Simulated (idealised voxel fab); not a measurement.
Name of the process module below: voxel self aligned contacts
The figure presents cross-section cut, which has a width of 290 nm and is divided into square cells with an edge length of 5 nm.
Cross-section spec: square-cell grid; bands listed top down; each band is one or more rows.
What a band's entry tells you: where the top is and where the bottom is, as heights in nm, and after that what lies inside, material by material from left to right, each with its width in nm. Empty space is written as the word "empty", and a single material marked with the word "everywhere" occupies the band from edge to edge.
Beneath 0, the wafer as received is one material, and that level is where height counting begins. The lowest band goes on downward without a bottom; it is written like "0..down".
Width spec "30 to 40" -> top row of cells at first value, bottom row at second value, equal per-row change in between.
The designation "nothing was modified", where it is given for a processing step, indicates that no cell of the cross-section was altered in the course of that step.
Closed-off voids of 8+ cells (no open route to the top) go in "Completely sealed voids", written width x height at distance from the left edge, in nm.
It should be noted that, on the line of a given step, the content following the step's settings is a remark produced by the simulator itself with respect to that step.
overlay nm: step with mask; distance mask lay right of planned place; negative value = left of planned place.
This section lists the process steps that were planned
- 1: RECEIVE,material Si
- 2: CONFORMAL_DEP,material SiO2,thk nm 5
- 3: DIRECTIONAL_DEP,material polySi,thk nm 25
- 4: DIRECTIONAL_DEP,material SiN,thk nm 15
- 5: PATTERN,tone cover,mask id GATE,material resist,width nm 35,pitch nm 60,thk nm 15,overlay nm 0
- 6: DIRECTIONAL_ETCH,etch materials SiN,depth nm 15
- 7: DIRECTIONAL_ETCH,etch materials polySi,depth nm 25
- 8: STRIP,etch materials resist
- 9: CONFORMAL_DEP,material SiN,thk nm 5
- 10: DIRECTIONAL_ETCH,etch materials SiN,depth nm 5
- 11: FILL_DEP,material SiO2,thk nm 20
- 12: CMP,height nm 55
- 13: DIRECTIONAL_DEP,material aC,thk nm 15
- 14: PATTERN,tone open,mask id CONTACT,material resist,width nm 35,thk nm 35,overlay nm 0
- 15: DIRECTIONAL_ETCH,etch materials aC,depth nm 15
- 16: STRIP,etch materials resist
- 17: DIRECTIONAL_ETCH,etch materials SiO2,depth nm 55
- 18: STRIP,etch materials aC
- 19: CONFORMAL_DEP,material TiN,thk nm 5
- 20: FILL_DEP,material Ru,thk nm 10
- 21: CMP,height nm 55
- 22: CONFORMAL_DEP,material SiCN,thk nm 5
Incoming wafer, cross-sectional view, post step 1
- 0..down = Si everywhere
- Completely sealed voids: none
first wafer at the end, as planned
- 60..55 = SiCN everywhere
- 55..45 = SiO2 125 nm | TiN 5 to 15 nm | Ru 25 to 5 nm | TiN 5 to 15 nm | SiO2 130 nm
- 45..30 = SiO2 90 nm | SiN 45 nm | TiN 5 nm | Ru 5 nm | TiN 5 nm | SiN 45 nm | SiO2 95 nm
- 30..5 = SiO2 90 nm | SiN 5 nm | polySi 35 nm | SiN 5 nm | TiN 5 nm | Ru 5 nm | TiN 5 nm | SiN 5 nm | polySi 35 nm | SiN 5 nm | SiO2 95 nm
- 5..0 = SiO2 135 nm | TiN 15 nm | SiO2 140 nm
- 0..down = Si everywhere
- Completely sealed voids: none
Cross-section of the latter of the two wafers at module completion. It had an identical start and an identical plan to the former; in running it, one mistake was made
- 60..55 = SiCN everywhere
- 55..45 = SiO2 130 nm | TiN 5 to 10 nm | Ru 15 to 5 nm | TiN 5 to 10 nm | SiO2 135 nm
- 45..30 = SiO2 90 nm | SiN 45 nm | TiN 5 nm | Ru 5 nm | TiN 5 nm | SiN 45 nm | SiO2 95 nm
- 30..5 = SiO2 90 nm | SiN 5 nm | polySi 35 nm | SiN 5 nm | TiN 5 nm | Ru 5 nm | TiN 5 nm | SiN 5 nm | polySi 35 nm | SiN 5 nm | SiO2 95 nm
- 5..0 = SiO2 135 nm | TiN 15 nm | SiO2 140 nm
- 0..down = Si everywhere
- Completely sealed voids: none
Processing error: step 14 changed vs plan, executed as PATTERN,tone open,mask id CONTACT,material resist,width nm 25,thk nm 35,overlay nm 0
End of process, cell counts, second wafer against first, materials with more or fewer: -2 Ru; +4 SiO2; -2 TiN
